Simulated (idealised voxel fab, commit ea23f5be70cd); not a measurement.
The following is a process module called voxel trench capacitor.
Shown is cross-section cut, with a width of 235 nm and square cells of size 5 nm.
Format of a cross-section: grid, square cells. Given as bands. Order: top down. Band: one or more rows of cells. Heights first: top, then bottom, in nm. Then materials, left to right, each with a width in nm. "full width" on a single material: fills the band edge to edge. "blank": empty space. Convention: height 0 is the level below which the wafer, as received, is all one material. The lowest band does not terminate at the bottom but continues downward, represented as "0 down". Top row gets the first number, bottom row gets the second, and each row in between changes by the same step: that is how a band width like "30..40" works. Step marked "nothing was modified"? Then no cell in the cross-section changed in it. "Voids lacking openings" - sealed voids, min. 8 cells, no opening to top; format: width x height at distance (distance from left edge; nm throughout). It should be noted that, on the line of a given step, the content following the step's settings is a remark produced by the simulator itself with respect to that step. If you see "overlay nm" on a step's line and that step has a mask, it's telling you how far right of where it was planned the mask ended up; a negative number means it went left instead.
### Steps planned for the process
| 1 | op RECEIVE | material Si |
| 2 | op CONFORMAL_DEP | material SiN | thk nm 5 |
| 3 | op MASKED_ETCH | tone open | mask id TRENCH | width nm 15 | pitch nm 55 | etch materials SiN | depth nm 5 | overlay nm 0 |
| 4 | op MASKED_ETCH | tone open | mask id TRENCH | width nm 25 | pitch nm 55 | etch materials Si | depth nm 40 | overlay nm 0 |
| 5 | op CONFORMAL_DEP | material Al2O3 | thk nm 5 |
| 6 | op FILL_DEP | material polySi | thk nm 10 |
| 7 | op CMP | height nm 5 |
The plan shows the width nm of step 3 as the first wafer had it; this setting differs between the wafers, which start out alike.
### The first of several wafers as received, shown in cross-section; this is its state after step 1
0 down | Si full width
Voids lacking openings: none
### Per wafer (row), end of module: delta in cells per material since receipt, (+) for gained, (-) for lost; closed voids after that
width nm 15; +57 Al2O3; -72 Si; +38 SiN; +24 polySi; Voids lacking openings: none
width nm 20; +60 Al2O3; -96 Si; +35 SiN; +48 polySi; Voids lacking openings: none
width nm 25; +63 Al2O3; -120 Si; +32 SiN; +72 polySi; Voids lacking openings: none
width nm 30; +66 Al2O3; -120 Si; +29 SiN; +72 polySi; Voids lacking openings: none
width nm 35; +69 Al2O3; -120 Si; +26 SiN; +72 polySi; Voids lacking openings: none
width nm 40; +72 Al2O3; -120 Si; +23 SiN; +72 polySi; Voids lacking openings: none
